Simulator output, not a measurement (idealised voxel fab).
Proc. module: voxel released beams
Square cell edge 5 nm, section width 275 nm, ID cut.
Just so we're on the same page, the cross-sections are grids of square cells, and they're listed out in bands top to bottom, each band one or more rows deep. It is stipulated that each band's entry specify, in nanometres, the height of the top of the band and then that of its bottom, followed by the materials of the band in left-to-right sequence, each together with its width in nanometres. A single material marked by the word "throughout" is understood to fill the band from edge to edge; the word "air" is understood to denote empty space. The level at which height equals 0 is the one under which the wafer, as it arrives, is entirely one material. No lower edge exists for the bottom band, which continues downward and is notated as in "0 down". Width spec "30..40" -> top row of cells at first value, bottom row at second value, equal per-row change in between. Reading "no modification" for a step: not a cell of the cross-section changed in it. The label "Enclosed void list" introduces a list of the empty spaces, 8 cells or larger, that have no open way up to the top; each entry in it reads width x height at distance, where the distance is taken from the left edge and all three are stated in nm. Post-settings text on a step line: simulator's own remark regarding the step. overlay nm: where the mask lay relative to plan, measured to the right, on steps with a mask; negatives go left.
Below is the list of planned process steps:
1) RECEIVE (material Si)
2) CONFORMAL_DEP (material SiN; thk nm 5)
3) DIRECTIONAL_DEP (material SiO2; thk nm 20)
4) MASKED_ETCH (tone open; mask id ANCHOR; width nm 35; etch materials SiO2; depth nm 20; overlay nm 0)
5) CONFORMAL_DEP (material TiN; thk nm 10)
6) MASKED_ETCH (tone cover; mask id BEAM; width nm 85; etch materials TiN; depth nm 10; overlay nm 0)
7) STRIP (etch materials SiO2)
So, the first of our two wafers, run just as we planned it:
Delivered wafer in cross-section: state after step 1:
  0 down: Si throughout
  Enclosed void list: none
Cross-section of the wafer subsequent to step 2:
  5 to 0: SiN throughout
  Under 0: no change, same as before.
Cross-section of the wafer subsequent to step 3:
  25 to 5: SiO2 throughout
  Under 5: no change, same as before.
Cross-section of the wafer subsequent to step 4:
  25 to 5: SiO2 (95); air (35); SiO2 (145)
  Under 5: no change, same as before.
Cross-section of the wafer subsequent to step 5:
  35 to 25: TiN (105); air (15); TiN (155)
  25 to 15: SiO2 (95); TiN (10); air (15); TiN (10); SiO2 (145)
  15 to 5: SiO2 (95); TiN (35); SiO2 (145)
  Under 5: no change, same as before.
Cross-section of the wafer subsequent to step 6:
  35 to 25: air (90); TiN (15); air (15); TiN (55); air (100)
  Under 25: no change, same as before.
Cross-section of the wafer subsequent to step 7:
  35 to 25: air (90); TiN (15); air (15); TiN (55); air (100)
  25 to 15: air (95); TiN (10); air (15); TiN (10); air (145)
  15 to 5: air (95); TiN (35); air (145)
  Under 5: no change, same as before.
The second wafer was prepared from the same starting point and under the same plan as the first; its processing contained one mistake, and it remains indistinguishable from the first wafer up to and including step 6:
Second wafer, section view, time point: scheduled end of step 7:
  25 to 5: SiO2 (95); air (35); SiO2 (145)
  Under 5: no change, same as before.
Misprocessing identified: note that step 7 departed from the planned setting and was carried out as STRIP (etch materials TiN)
End check, counted in cells, second wafer has more or fewer of these materials than the first: 192 more of SiO2 | 50 fewer of TiN
